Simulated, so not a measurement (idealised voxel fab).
process module | voxel ribs on slabs
Pictured: cross-section cut, 185 nm wide, on a grid of 5 nm square cells.
Reading order for cross-sections: top band down to bottom band. Underlying form: a grid of square cells. Band size: one or more rows of cells.
Top, bottom (nm), then materials left to right with widths (nm); lone material tagged "everywhere" fills the whole band edge to edge; "empty" = empty space.
Ref level 0: as-received wafer is one material below here. Bottom band extends down with no lower bound ("0..down").
Note: "30..40" means the width goes from the first number (top row of the band) to the second number (bottom row) in equal steps per row of cells.
Any step labelled "remained unchanged" changed none of the cells in the cross-section.
"Voids, fully enclosed" enumerates empty spaces isolated from the top, with no open way to it, that contain at least 8 cells, giving each as width x height at distance from the left edge, all three in nm.
On a step's line, text after the settings is the simulator commenting on that step.
overlay nm: mask right of planned place by this much (step with mask). Neg. = left.
Listed below are the process steps as planned
1: op RECEIVE | material Si
2: op DIRECTIONAL_DEP | material SiO2 | thk nm 30
3: op DIRECTIONAL_DEP | material SiN | thk nm 15
4: op DIRECTIONAL_DEP | material aC | thk nm 15
5: op PATTERN | tone cover | mask id RIB | material resist | width nm 30 | thk nm 35 | overlay nm 0
6: op DIRECTIONAL_ETCH | etch materials aC | depth nm 15
7: op STRIP | etch materials resist
8: op DIRECTIONAL_ETCH | etch materials SiN | depth nm 5
9: op STRIP | etch materials aC
10: op DIRECTIONAL_DEP | material aC | thk nm 10
11: op PATTERN | tone cover | mask id SLAB | material resist | width nm 80 | thk nm 30 | overlay nm 0
12: op DIRECTIONAL_ETCH | etch materials aC | depth nm 10
13: op STRIP | etch materials resist
14: op DIRECTIONAL_ETCH | etch materials SiN | depth nm 10
15: op STRIP | etch materials aC
16: op FILL_DEP | material SiO2 | thk nm 15
17: op CMP | height nm 55
18: op DIRECTIONAL_DEP | material W | thk nm 10
19: op MASKED_ETCH | tone cover | mask id HEATER | width nm 40 | etch materials W | depth nm 10 | overlay nm 0
20: op CONFORMAL_DEP | material SiN | thk nm 10
Cross-sectional view of the wafer in its as-received condition, corresponding to the state after step 1
	0..down = Si everywhere
	Voids, fully enclosed: none
First wafer of two, sectioned at end of module; run went per plan
	75..65 = empty: 60  SiN: 60  empty: 65
	65..55 = SiN: 70  W: 40  SiN: 75
	55..45 = SiO2 everywhere
	45..40 = SiO2: 75  SiN: 30  SiO2: 80
	40..30 = SiO2: 50  SiN: 80  SiO2: 55
	30..0 = SiO2 everywhere
	0..down = Si everywhere
	Voids, fully enclosed: none
Cross-section, second wafer: same start as the first, same plan as the first, one mistake in running it; taken at the end of the module
	75..65 = empty: 60  SiN: 60  empty: 65
	65..55 = SiN: 70  W: 40  SiN: 75
	55..45 = SiO2 everywhere
	45..40 = SiO2: 75  SiN: 30  SiO2: 80
	40..30 = SiO2: 55  SiN: 70  SiO2: 60
	30..0 = SiO2 everywhere
	0..down = Si everywhere
	Voids, fully enclosed: none
The plan and the run diverged here: so step 11 ended up running with a different setting than we planned, it ran as op PATTERN | tone cover | mask id SLAB | material resist | width nm 70 | thk nm 30 | overlay nm 0
Bottom line after processing is that, in cells, the second wafer is up or down on some materials versus the first: 4 fewer of SiN, 4 more of SiO2
